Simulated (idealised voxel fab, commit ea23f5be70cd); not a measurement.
process module | voxel air gaps
cross-section cut | 155 nm wide | cells 5 nm
A cross-section is a grid of square cells, given in bands from the top down. A band is one or more rows of cells.
Each band's line starts with the height of the band's top and of its bottom, in nm. Then come its materials from left to right, each with its width in nm. One material with "throughout" fills the band from edge to edge. "air" is empty space.
Height 0 is the level under which the wafer as received is all one material. The lowest band goes on downwards, as in "0 down".
A width such as "30 to 40" changes by the same amount from each row of cells to the next, from the band's top row to its bottom row.
"no change" after a step means that no cell of the cross-section changed.
closed voids: empty space of 8 cells or more with no open way to the top, each as width x height at its distance from the left edge, in nm
after a step's settings: what the simulator itself notes on the step
overlay nm, on a step with a mask: how far to the right of its planned place the mask lay; to the left if negative
plan
1 op RECEIVE | material Si
2 op CONFORMAL_DEP | material SiO2 | thk nm 15
3 op CONFORMAL_DEP | material SiN | thk nm 5
4 op DIRECTIONAL_DEP | material lowk | thk nm 35
5 op DIRECTIONAL_DEP | material aC | thk nm 10
6 op PATTERN | tone open | mask id LINES | material resist | width nm 15 | pitch nm 40 | thk nm 30 | overlay nm 0
7 op DIRECTIONAL_ETCH | etch materials aC | depth nm 10
8 op STRIP | etch materials resist
9 op DIRECTIONAL_ETCH | etch materials lowk | depth nm 35
10 op STRIP | etch materials aC
11 op CONFORMAL_DEP | material TiN | thk nm 5
12 op FILL_DEP | material Ru | thk nm 5
13 op CMP | height nm 55
14 op EPI | material Ru | thk nm 10
15 op SELECTIVE_ETCH | etch materials lowk | depth nm 45
16 op CONFORMAL_DEP | material SiN | thk nm 5
as received, after step 1
  0 down: Si throughout
  closed voids: none
first wafer at the end, as planned
  70 to 65: air 15 | SiN 125 | air 15
  65 to 55: air 15 | SiN 5 | Ru 35 | SiN 5 | Ru 35 | SiN 5 | Ru 35 | SiN 5 | air 15
  55 to 50: air 15 | SiN 15 | TiN 5 | Ru 5 | TiN 5 | SiN 25 | TiN 5 | Ru 5 | TiN 5 | SiN 25 | TiN 5 | Ru 5 | TiN 5 | SiN 15 | air 15
  50 to 25: air 25 | SiN 5 | TiN 5 | Ru 5 | TiN 5 | SiN 5 | air 15 | SiN 5 | TiN 5 | Ru 5 | TiN 5 | SiN 5 | air 15 | SiN 5 | TiN 5 | Ru 5 | TiN 5 | SiN 5 | air 25
  25 to 20: SiN 30 | TiN 15 | SiN 25 | TiN 15 | SiN 25 | TiN 15 | SiN 30
  20 to 15: SiN throughout
  15 to 0: SiO2 throughout
  0 down: Si throughout
  closed voids: 15 x 25 at 50; 15 x 25 at 90
second wafer at the end: like start, like plan, one mistake
  70 to 65: air 25 | SiN 125 | air 5
  65 to 55: air 25 | SiN 5 | Ru 35 | SiN 5 | Ru 35 | SiN 5 | Ru 35 | SiN 5 | air 5
  55 to 50: air 25 | SiN 15 | TiN 5 | Ru 5 | TiN 5 | SiN 25 | TiN 5 | Ru 5 | TiN 5 | SiN 25 | TiN 5 | Ru 5 | TiN 5 | SiN 15 | air 5
  50 to 25: air 35 | SiN 5 | TiN 5 | Ru 5 | TiN 5 | SiN 5 | air 15 | SiN 5 | TiN 5 | Ru 5 | TiN 5 | SiN 5 | air 15 | SiN 5 | TiN 5 | Ru 5 | TiN 5 | SiN 5 | air 15
  25 to 20: SiN 40 | TiN 15 | SiN 25 | TiN 15 | SiN 25 | TiN 15 | SiN 20
  20 to 15: SiN throughout
  15 to 0: SiO2 throughout
  0 down: Si throughout
  closed voids: 15 x 25 at 60; 15 x 25 at 100
what went wrong: step 6 ran as: op PATTERN | tone open | mask id LINES | material resist | width nm 15 | pitch nm 40 | thk nm 30 | overlay nm 10
at the end the second wafer has, in cells: as many of each material as the first, in other places
